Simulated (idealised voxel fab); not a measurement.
This section sets out a process module, namely voxel gate over fins.
Section cut is 220 nm wide and gridded with 5 nm square cells.
Cross-section layout: square cells on a grid; listed as bands, top to bottom; a band spans one or more cell rows. Top height, bottom height, nm. Materials left to right, width each, nm. Single material + "full width" = fills band edge to edge. "air" = empty. Where do heights start? At 0: under that level the wafer as delivered is made of one material only. And the lowest band has no floor; it just carries on downward, as in "from 0 down". Think of "30->40" as a width that walks from the first number to the second as you go down the band, top row to bottom row, taking equal-sized steps from row to row. A step reported as "nothing altered" is a step in which no cell of the cross-section changed. This entry, "Trapped void list", enumerates those empty regions of no fewer than 8 cells that possess no open connection to the top. Each region is reported in the form width x height at distance, the distance being taken from the left edge, with all three quantities expressed in nm. On a step's line, text after the settings is the simulator commenting on that step. What "overlay nm" on a step's line means: if the step has a mask, that mask lay this far to the right of its planned place, or, when the value is negative, to the left.

LIST OF PLANNED PROCESS STEPS
1. RECEIVE,material Si
2. CONFORMAL_DEP,material SiN,thk nm 10
3. PATTERN,tone cover,mask id FINS,material resist,width nm 15,pitch nm 50,thk nm 15,overlay nm 0
4. DIRECTIONAL_ETCH,etch materials SiN,depth nm 10
5. DIRECTIONAL_ETCH,etch materials Si,depth nm 35
6. STRIP,etch materials resist
7. OXIDIZE,depth nm 5
8. FILL_DEP,material SiO2,thk nm 10
9. CMP,height nm 10
10. PATTERN,tone open,mask id RAIL,material resist,width nm 15,thk nm 20,overlay nm 0
11. DIRECTIONAL_ETCH,etch materials SiO2,depth nm 40
12. STRIP,etch materials resist
13. CONFORMAL_DEP,material TiN,thk nm 5
14. FILL_DEP,material W,thk nm 5
15. CMP,height nm 10
16. SELECTIVE_ETCH,etch materials W Ru TiN,depth nm 30
17. FILL_DEP,material SiO2,thk nm 5
18. CMP,height nm 10
19. SELECTIVE_ETCH,etch materials SiO2,depth nm 25
20. STRIP,etch materials SiN
21. CONFORMAL_DEP,material HfO2,thk nm 5
22. CONFORMAL_DEP,material TiN,thk nm 5
23. FILL_DEP,material W,thk nm 15
24. CMP,height nm 20
25. CONFORMAL_DEP,material SiCN,thk nm 10

FIRST WAFER OF TWO (RUN AS PLANNED)

DELIVERED WAFER IN CROSS-SECTION: STATE AFTER STEP 1
	from 0 down = Si full width
	Trapped void list: none

CROSS-SECTION THROUGH THE WAFER, STEP 2 FINISHED
	from 10 to 0 = SiN full width
	Under 0: no change, same as before.

CROSS-SECTION THROUGH THE WAFER, STEP 3 FINISHED
	from 25 to 10 = air (25), resist (15), air (35), resist (15), air (35), resist (15), air (35), resist (15), air (30)
	Under 10: no change, same as before.

CROSS-SECTION THROUGH THE WAFER, STEP 4 FINISHED
	from 25 to 10 = air (25), resist (15), air (35), resist (15), air (35), resist (15), air (35), resist (15), air (30)
	from 10 to 0 = air (25), SiN (15), air (35), SiN (15), air (35), SiN (15), air (35), SiN (15), air (30)
	Under 0: no change, same as before.

CROSS-SECTION THROUGH THE WAFER, STEP 5 FINISHED
	from 25 to 10 = air (25), resist (15), air (35), resist (15), air (35), resist (15), air (35), resist (15), air (30)
	from 10 to 0 = air (25), SiN (15), air (35), SiN (15), air (35), SiN (15), air (35), SiN (15), air (30)
	from 0 to -35 = air (25), Si (15), air (35), Si (15), air (35), Si (15), air (35), Si (15), air (30)
	Under -35: no change, same as before.

CROSS-SECTION THROUGH THE WAFER, STEP 6 FINISHED
	from 10 to 0 = air (25), SiN (15), air (35), SiN (15), air (35), SiN (15), air (35), SiN (15), air (30)
	Under 0: no change, same as before.

CROSS-SECTION THROUGH THE WAFER, STEP 7 FINISHED
	from 10 to 0 = air (25), SiN (15), air (35), SiN (15), air (35), SiN (15), air (35), SiN (15), air (30)
	from 0 to -35 = air (25), SiO2 (5), Si (5), SiO2 (5), air (35), SiO2 (5), Si (5), SiO2 (5), air (35), SiO2 (5), Si (5), SiO2 (5), air (35), SiO2 (5), Si (5), SiO2 (5), air (30)
	from -35 to -40 = SiO2 (30), Si (5), SiO2 (45), Si (5), SiO2 (45), Si (5), SiO2 (45), Si (5), SiO2 (35)
	Under -40: no change, same as before.

CROSS-SECTION THROUGH THE WAFER, STEP 8 FINISHED
	from 20 to 10 = SiO2 full width
	from 10 to 0 = SiO2 (25), SiN (15), SiO2 (35), SiN (15), SiO2 (35), SiN (15), SiO2 (35), SiN (15), SiO2 (30)
	from 0 to -40 = SiO2 (30), Si (5), SiO2 (45), Si (5), SiO2 (45), Si (5), SiO2 (45), Si (5), SiO2 (35)
	Under -40: no change, same as before.

CROSS-SECTION THROUGH THE WAFER, STEP 9 FINISHED
	from 10 to 0 = SiO2 (25), SiN (15), SiO2 (35), SiN (15), SiO2 (35), SiN (15), SiO2 (35), SiN (15), SiO2 (30)
	Under 0: no change, same as before.

CROSS-SECTION THROUGH THE WAFER, STEP 10 FINISHED
	from 30 to 10 = resist (50), air (15), resist (155)
	Under 10: no change, same as before.

CROSS-SECTION THROUGH THE WAFER, STEP 11 FINISHED
	from 30 to 10 = resist (50), air (15), resist (155)
	from 10 to 0 = SiO2 (25), SiN (15), SiO2 (10), air (15), SiO2 (10), SiN (15), SiO2 (35), SiN (15), SiO2 (35), SiN (15), SiO2 (30)
	from 0 to -30 = SiO2 (30), Si (5), SiO2 (15), air (15), SiO2 (15), Si (5), SiO2 (45), Si (5), SiO2 (45), Si (5), SiO2 (35)
	Under -30: no change, same as before.

CROSS-SECTION THROUGH THE WAFER, STEP 12 FINISHED
	from 10 to 0 = SiO2 (25), SiN (15), SiO2 (10), air (15), SiO2 (10), SiN (15), SiO2 (35), SiN (15), SiO2 (35), SiN (15), SiO2 (30)
	Under 0: no change, same as before.

CROSS-SECTION THROUGH THE WAFER, STEP 13 FINISHED
	from 15 to 10 = TiN (55), air (5), TiN (160)
	from 10 to 0 = SiO2 (25), SiN (15), SiO2 (10), TiN (5), air (5), TiN (5), SiO2 (10), SiN (15), SiO2 (35), SiN (15), SiO2 (35), SiN (15), SiO2 (30)
	from 0 to -25 = SiO2 (30), Si (5), SiO2 (15), TiN (5), air (5), TiN (5), SiO2 (15), Si (5), SiO2 (45), Si (5), SiO2 (45), Si (5), SiO2 (35)
	from -25 to -30 = SiO2 (30), Si (5), SiO2 (15), TiN (15), SiO2 (15), Si (5), SiO2 (45), Si (5), SiO2 (45), Si (5), SiO2 (35)
	Under -30: no change, same as before.

CROSS-SECTION THROUGH THE WAFER, STEP 14 FINISHED
	from 20 to 15 = W full width
	from 15 to 10 = TiN (55), W (5), TiN (160)
	from 10 to 0 = SiO2 (25), SiN (15), SiO2 (10), TiN (5), W (5), TiN (5), SiO2 (10), SiN (15), SiO2 (35), SiN (15), SiO2 (35), SiN (15), SiO2 (30)
	from 0 to -25 = SiO2 (30), Si (5), SiO2 (15), TiN (5), W (5), TiN (5), SiO2 (15), Si (5), SiO2 (45), Si (5), SiO2 (45), Si (5), SiO2 (35)
	Under -25: no change, same as before.

CROSS-SECTION THROUGH THE WAFER, STEP 15 FINISHED
	from 10 to 0 = SiO2 (25), SiN (15), SiO2 (10), TiN (5), W (5), TiN (5), SiO2 (10), SiN (15), SiO2 (35), SiN (15), SiO2 (35), SiN (15), SiO2 (30)
	Under 0: no change, same as before.

CROSS-SECTION THROUGH THE WAFER, STEP 16 FINISHED
	from 10 to 0 = SiO2 (25), SiN (15), SiO2 (10), air (15), SiO2 (10), SiN (15), SiO2 (35), SiN (15), SiO2 (35), SiN (15), SiO2 (30)
	from 0 to -20 = SiO2 (30), Si (5), SiO2 (15), air (15), SiO2 (15), Si (5), SiO2 (45), Si (5), SiO2 (45), Si (5), SiO2 (35)
	Under -20: no change, same as before.

CROSS-SECTION THROUGH THE WAFER, STEP 17 FINISHED
	from 15 to 10 = SiO2 full width
	from 10 to 0 = SiO2 (25), SiN (15), SiO2 (35), SiN (15), SiO2 (35), SiN (15), SiO2 (35), SiN (15), SiO2 (30)
	from 0 to -20 = SiO2 (30), Si (5), SiO2 (45), Si (5), SiO2 (45), Si (5), SiO2 (45), Si (5), SiO2 (35)
	Under -20: no change, same as before.

CROSS-SECTION THROUGH THE WAFER, STEP 18 FINISHED
	from 10 to 0 = SiO2 (25), SiN (15), SiO2 (35), SiN (15), SiO2 (35), SiN (15), SiO2 (35), SiN (15), SiO2 (30)
	Under 0: no change, same as before.

CROSS-SECTION THROUGH THE WAFER, STEP 19 FINISHED
	from 10 to 0 = air (25), SiN (15), air (35), SiN (15), air (35), SiN (15), air (35), SiN (15), air (30)
	from 0 to -15 = air (30), Si (5), air (45), Si (5), air (45), Si (5), air (45), Si (5), air (35)
	Under -15: no change, same as before.

CROSS-SECTION THROUGH THE WAFER, STEP 20 FINISHED
	from 0 to -15 = air (30), Si (5), air (45), Si (5), air (45), Si (5), air (45), Si (5), air (35)
	Under -15: no change, same as before.

CROSS-SECTION THROUGH THE WAFER, STEP 21 FINISHED
	from 5 to 0 = air (25), HfO2 (15), air (35), HfO2 (15), air (35), HfO2 (15), air (35), HfO2 (15), air (30)
	from 0 to -10 = air (25), HfO2 (5), Si (5), HfO2 (5), air (35), HfO2 (5), Si (5), HfO2 (5), air (35), HfO2 (5), Si (5), HfO2 (5), air (35), HfO2 (5), Si (5), HfO2 (5), air (30)
	from -10 to -15 = HfO2 (30), Si (5), HfO2 (45), Si (5), HfO2 (45), Si (5), HfO2 (45), Si (5), HfO2 (35)
	Under -15: no change, same as before.

CROSS-SECTION THROUGH THE WAFER, STEP 22 FINISHED
	from 10 to 5 = air (20), TiN (25), air (25), TiN (25), air (25), TiN (25), air (25), TiN (25), air (25)
	from 5 to 0 = air (20), TiN (5), HfO2 (15), TiN (5), air (25), TiN (5), HfO2 (15), TiN (5), air (25), TiN (5), HfO2 (15), TiN (5), air (25), TiN (5), HfO2 (15), TiN (5), air (25)
	from 0 to -5 = air (20), TiN (5), HfO2 (5), Si (5), HfO2 (5), TiN (5), air (25), TiN (5), HfO2 (5), Si (5), HfO2 (5), TiN (5), air (25), TiN (5), HfO2 (5), Si (5), HfO2 (5), TiN (5), air (25), TiN (5), HfO2 (5), Si (5), HfO2 (5), TiN (5), air (25)
	from -5 to -10 = TiN (25), HfO2 (5), Si (5), HfO2 (5), TiN (35), HfO2 (5), Si (5), HfO2 (5), TiN (35), HfO2 (5), Si (5), HfO2 (5), TiN (35), HfO2 (5), Si (5), HfO2 (5), TiN (30)
	Under -10: no change, same as before.

CROSS-SECTION THROUGH THE WAFER, STEP 23 FINISHED
	from 25 to 10 = W full width
	from 10 to 5 = W (20), TiN (25), W (25), TiN (25), W (25), TiN (25), W (25), TiN (25), W (25)
	from 5 to 0 = W (20), TiN (5), HfO2 (15), TiN (5), W (25), TiN (5), HfO2 (15), TiN (5), W (25), TiN (5), HfO2 (15), TiN (5), W (25), TiN (5), HfO2 (15), TiN (5), W (25)
	from 0 to -5 = W (20), TiN (5), HfO2 (5), Si (5), HfO2 (5), TiN (5), W (25), TiN (5), HfO2 (5), Si (5), HfO2 (5), TiN (5), W (25), TiN (5), HfO2 (5), Si (5), HfO2 (5), TiN (5), W (25), TiN (5), HfO2 (5), Si (5), HfO2 (5), TiN (5), W (25)
	Under -5: no change, same as before.

CROSS-SECTION THROUGH THE WAFER, STEP 24 FINISHED
	from 20 to 10 = W full width
	Under 10: no change, same as before.

CROSS-SECTION THROUGH THE WAFER, STEP 25 FINISHED
	from 30 to 20 = SiCN full width
	Under 20: no change, same as before.

WAFER TWO. SAME START, SAME PLAN, ONE SLIP IN EXECUTION. SAME AS WAFER ONE THROUGH STEP 2, INCLUSIVE

CROSS-SECTIONAL REPRESENTATION OF THE SECOND WAFER AT THE TIME DESIGNATED IN THE PLAN FOR THE COMPLETION OF STEP 3
	from 25 to 10 = air (20), resist (15), air (35), resist (15), air (35), resist (15), air (35), resist (15), air (35)
	Under 10: no change, same as before.

CROSS-SECTIONAL REPRESENTATION OF THE SECOND WAFER AT THE TIME DESIGNATED IN THE PLAN FOR THE COMPLETION OF STEP 4
	from 25 to 10 = air (20), resist (15), air (35), resist (15), air (35), resist (15), air (35), resist (15), air (35)
	from 10 to 0 = air (20), SiN (15), air (35), SiN (15), air (35), SiN (15), air (35), SiN (15), air (35)
	Under 0: no change, same as before.

CROSS-SECTIONAL REPRESENTATION OF THE SECOND WAFER AT THE TIME DESIGNATED IN THE PLAN FOR THE COMPLETION OF STEP 5
	from 25 to 10 = air (20), resist (15), air (35), resist (15), air (35), resist (15), air (35), resist (15), air (35)
	from 10 to 0 = air (20), SiN (15), air (35), SiN (15), air (35), SiN (15), air (35), SiN (15), air (35)
	from 0 to -35 = air (20), Si (15), air (35), Si (15), air (35), Si (15), air (35), Si (15), air (35)
	Under -35: no change, same as before.

CROSS-SECTIONAL REPRESENTATION OF THE SECOND WAFER AT THE TIME DESIGNATED IN THE PLAN FOR THE COMPLETION OF STEP 6
	from 10 to 0 = air (20), SiN (15), air (35), SiN (15), air (35), SiN (15), air (35), SiN (15), air (35)
	Under 0: no change, same as before.

CROSS-SECTIONAL REPRESENTATION OF THE SECOND WAFER AT THE TIME DESIGNATED IN THE PLAN FOR THE COMPLETION OF STEP 7
	from 10 to 0 = air (20), SiN (15), air (35), SiN (15), air (35), SiN (15), air (35), SiN (15), air (35)
	from 0 to -35 = air (20), SiO2 (5), Si (5), SiO2 (5), air (35), SiO2 (5), Si (5), SiO2 (5), air (35), SiO2 (5), Si (5), SiO2 (5), air (35), SiO2 (5), Si (5), SiO2 (5), air (35)
	from -35 to -40 = SiO2 (25), Si (5), SiO2 (45), Si (5), SiO2 (45), Si (5), SiO2 (45), Si (5), SiO2 (40)
	Under -40: no change, same as before.

CROSS-SECTIONAL REPRESENTATION OF THE SECOND WAFER AT THE TIME DESIGNATED IN THE PLAN FOR THE COMPLETION OF STEP 8
	from 20 to 10 = SiO2 full width
	from 10 to 0 = SiO2 (20), SiN (15), SiO2 (35), SiN (15), SiO2 (35), SiN (15), SiO2 (35), SiN (15), SiO2 (35)
	from 0 to -40 = SiO2 (25), Si (5), SiO2 (45), Si (5), SiO2 (45), Si (5), SiO2 (45), Si (5), SiO2 (40)
	Under -40: no change, same as before.

CROSS-SECTIONAL REPRESENTATION OF THE SECOND WAFER AT THE TIME DESIGNATED IN THE PLAN FOR THE COMPLETION OF STEP 9
	from 10 to 0 = SiO2 (20), SiN (15), SiO2 (35), SiN (15), SiO2 (35), SiN (15), SiO2 (35), SiN (15), SiO2 (35)
	Under 0: no change, same as before.

CROSS-SECTIONAL REPRESENTATION OF THE SECOND WAFER AT THE TIME DESIGNATED IN THE PLAN FOR THE COMPLETION OF STEP 10
	from 30 to 10 = resist (50), air (15), resist (155)
	Under 10: no change, same as before.

CROSS-SECTIONAL REPRESENTATION OF THE SECOND WAFER AT THE TIME DESIGNATED IN THE PLAN FOR THE COMPLETION OF STEP 11
	from 30 to 10 = resist (50), air (15), resist (155)
	from 10 to 0 = SiO2 (20), SiN (15), SiO2 (15), air (15), SiO2 (5), SiN (15), SiO2 (35), SiN (15), SiO2 (35), SiN (15), SiO2 (35)
	from 0 to -30 = SiO2 (25), Si (5), SiO2 (20), air (15), SiO2 (10), Si (5), SiO2 (45), Si (5), SiO2 (45), Si (5), SiO2 (40)
	Under -30: no change, same as before.

CROSS-SECTIONAL REPRESENTATION OF THE SECOND WAFER AT THE TIME DESIGNATED IN THE PLAN FOR THE COMPLETION OF STEP 12
	from 10 to 0 = SiO2 (20), SiN (15), SiO2 (15), air (15), SiO2 (5), SiN (15), SiO2 (35), SiN (15), SiO2 (35), SiN (15), SiO2 (35)
	Under 0: no change, same as before.

CROSS-SECTIONAL REPRESENTATION OF THE SECOND WAFER AT THE TIME DESIGNATED IN THE PLAN FOR THE COMPLETION OF STEP 13
	from 15 to 10 = TiN (55), air (5), TiN (160)
	from 10 to 0 = SiO2 (20), SiN (15), SiO2 (15), TiN (5), air (5), TiN (5), SiO2 (5), SiN (15), SiO2 (35), SiN (15), SiO2 (35), SiN (15), SiO2 (35)
	from 0 to -25 = SiO2 (25), Si (5), SiO2 (20), TiN (5), air (5), TiN (5), SiO2 (10), Si (5), SiO2 (45), Si (5), SiO2 (45), Si (5), SiO2 (40)
	from -25 to -30 = SiO2 (25), Si (5), SiO2 (20), TiN (15), SiO2 (10), Si (5), SiO2 (45), Si (5), SiO2 (45), Si (5), SiO2 (40)
	Under -30: no change, same as before.

CROSS-SECTIONAL REPRESENTATION OF THE SECOND WAFER AT THE TIME DESIGNATED IN THE PLAN FOR THE COMPLETION OF STEP 14
	from 20 to 15 = W full width
	from 15 to 10 = TiN (55), W (5), TiN (160)
	from 10 to 0 = SiO2 (20), SiN (15), SiO2 (15), TiN (5), W (5), TiN (5), SiO2 (5), SiN (15), SiO2 (35), SiN (15), SiO2 (35), SiN (15), SiO2 (35)
	from 0 to -25 = SiO2 (25), Si (5), SiO2 (20), TiN (5), W (5), TiN (5), SiO2 (10), Si (5), SiO2 (45), Si (5), SiO2 (45), Si (5), SiO2 (40)
	Under -25: no change, same as before.

CROSS-SECTIONAL REPRESENTATION OF THE SECOND WAFER AT THE TIME DESIGNATED IN THE PLAN FOR THE COMPLETION OF STEP 15
	from 10 to 0 = SiO2 (20), SiN (15), SiO2 (15), TiN (5), W (5), TiN (5), SiO2 (5), SiN (15), SiO2 (35), SiN (15), SiO2 (35), SiN (15), SiO2 (35)
	Under 0: no change, same as before.

CROSS-SECTIONAL REPRESENTATION OF THE SECOND WAFER AT THE TIME DESIGNATED IN THE PLAN FOR THE COMPLETION OF STEP 16
	from 10 to 0 = SiO2 (20), SiN (15), SiO2 (15), air (15), SiO2 (5), SiN (15), SiO2 (35), SiN (15), SiO2 (35), SiN (15), SiO2 (35)
	from 0 to -20 = SiO2 (25), Si (5), SiO2 (20), air (15), SiO2 (10), Si (5), SiO2 (45), Si (5), SiO2 (45), Si (5), SiO2 (40)
	Under -20: no change, same as before.

CROSS-SECTIONAL REPRESENTATION OF THE SECOND WAFER AT THE TIME DESIGNATED IN THE PLAN FOR THE COMPLETION OF STEP 17
	from 15 to 10 = SiO2 full width
	from 10 to 0 = SiO2 (20), SiN (15), SiO2 (35), SiN (15), SiO2 (35), SiN (15), SiO2 (35), SiN (15), SiO2 (35)
	from 0 to -20 = SiO2 (25), Si (5), SiO2 (45), Si (5), SiO2 (45), Si (5), SiO2 (45), Si (5), SiO2 (40)
	Under -20: no change, same as before.

CROSS-SECTIONAL REPRESENTATION OF THE SECOND WAFER AT THE TIME DESIGNATED IN THE PLAN FOR THE COMPLETION OF STEP 18
	from 10 to 0 = SiO2 (20), SiN (15), SiO2 (35), SiN (15), SiO2 (35), SiN (15), SiO2 (35), SiN (15), SiO2 (35)
	Under 0: no change, same as before.

CROSS-SECTIONAL REPRESENTATION OF THE SECOND WAFER AT THE TIME DESIGNATED IN THE PLAN FOR THE COMPLETION OF STEP 19
	from 10 to 0 = air (20), SiN (15), air (35), SiN (15), air (35), SiN (15), air (35), SiN (15), air (35)
	from 0 to -15 = air (25), Si (5), air (45), Si (5), air (45), Si (5), air (45), Si (5), air (40)
	Under -15: no change, same as before.

CROSS-SECTIONAL REPRESENTATION OF THE SECOND WAFER AT THE TIME DESIGNATED IN THE PLAN FOR THE COMPLETION OF STEP 20
	from 0 to -15 = air (25), Si (5), air (45), Si (5), air (45), Si (5), air (45), Si (5), air (40)
	Under -15: no change, same as before.

CROSS-SECTIONAL REPRESENTATION OF THE SECOND WAFER AT THE TIME DESIGNATED IN THE PLAN FOR THE COMPLETION OF STEP 21
	from 5 to 0 = air (20), HfO2 (15), air (35), HfO2 (15), air (35), HfO2 (15), air (35), HfO2 (15), air (35)
	from 0 to -10 = air (20), HfO2 (5), Si (5), HfO2 (5), air (35), HfO2 (5), Si (5), HfO2 (5), air (35), HfO2 (5), Si (5), HfO2 (5), air (35), HfO2 (5), Si (5), HfO2 (5), air (35)
	from -10 to -15 = HfO2 (25), Si (5), HfO2 (45), Si (5), HfO2 (45), Si (5), HfO2 (45), Si (5), HfO2 (40)
	Under -15: no change, same as before.

CROSS-SECTIONAL REPRESENTATION OF THE SECOND WAFER AT THE TIME DESIGNATED IN THE PLAN FOR THE COMPLETION OF STEP 22
	from 10 to 5 = air (15), TiN (25), air (25), TiN (25), air (25), TiN (25), air (25), TiN (25), air (30)
	from 5 to 0 = air (15), TiN (5), HfO2 (15), TiN (5), air (25), TiN (5), HfO2 (15), TiN (5), air (25), TiN (5), HfO2 (15), TiN (5), air (25), TiN (5), HfO2 (15), TiN (5), air (30)
	from 0 to -5 = air (15), TiN (5), HfO2 (5), Si (5), HfO2 (5), TiN (5), air (25), TiN (5), HfO2 (5), Si (5), HfO2 (5), TiN (5), air (25), TiN (5), HfO2 (5), Si (5), HfO2 (5), TiN (5), air (25), TiN (5), HfO2 (5), Si (5), HfO2 (5), TiN (5), air (30)
	from -5 to -10 = TiN (20), HfO2 (5), Si (5), HfO2 (5), TiN (35), HfO2 (5), Si (5), HfO2 (5), TiN (35), HfO2 (5), Si (5), HfO2 (5), TiN (35), HfO2 (5), Si (5), HfO2 (5), TiN (35)
	Under -10: no change, same as before.

CROSS-SECTIONAL REPRESENTATION OF THE SECOND WAFER AT THE TIME DESIGNATED IN THE PLAN FOR THE COMPLETION OF STEP 23
	from 25 to 10 = W full width
	from 10 to 5 = W (15), TiN (25), W (25), TiN (25), W (25), TiN (25), W (25), TiN (25), W (30)
	from 5 to 0 = W (15), TiN (5), HfO2 (15), TiN (5), W (25), TiN (5), HfO2 (15), TiN (5), W (25), TiN (5), HfO2 (15), TiN (5), W (25), TiN (5), HfO2 (15), TiN (5), W (30)
	from 0 to -5 = W (15), TiN (5), HfO2 (5), Si (5), HfO2 (5), TiN (5), W (25), TiN (5), HfO2 (5), Si (5), HfO2 (5), TiN (5), W (25), TiN (5), HfO2 (5), Si (5), HfO2 (5), TiN (5), W (25), TiN (5), HfO2 (5), Si (5), HfO2 (5), TiN (5), W (30)
	Under -5: no change, same as before.

CROSS-SECTIONAL REPRESENTATION OF THE SECOND WAFER AT THE TIME DESIGNATED IN THE PLAN FOR THE COMPLETION OF STEP 24
	from 20 to 10 = W full width
	Under 10: no change, same as before.

CROSS-SECTIONAL REPRESENTATION OF THE SECOND WAFER AT THE TIME DESIGNATED IN THE PLAN FOR THE COMPLETION OF STEP 25
	from 30 to 20 = SiCN full width
	Under 20: no change, same as before.
Processing error: not per plan at step 3, really ran PATTERN,tone cover,mask id FINS,material resist,width nm 15,pitch nm 50,thk nm 15,overlay nm -5
Matching per-material cell counts, mismatched positions: that is how the second wafer compares with the first at the end.
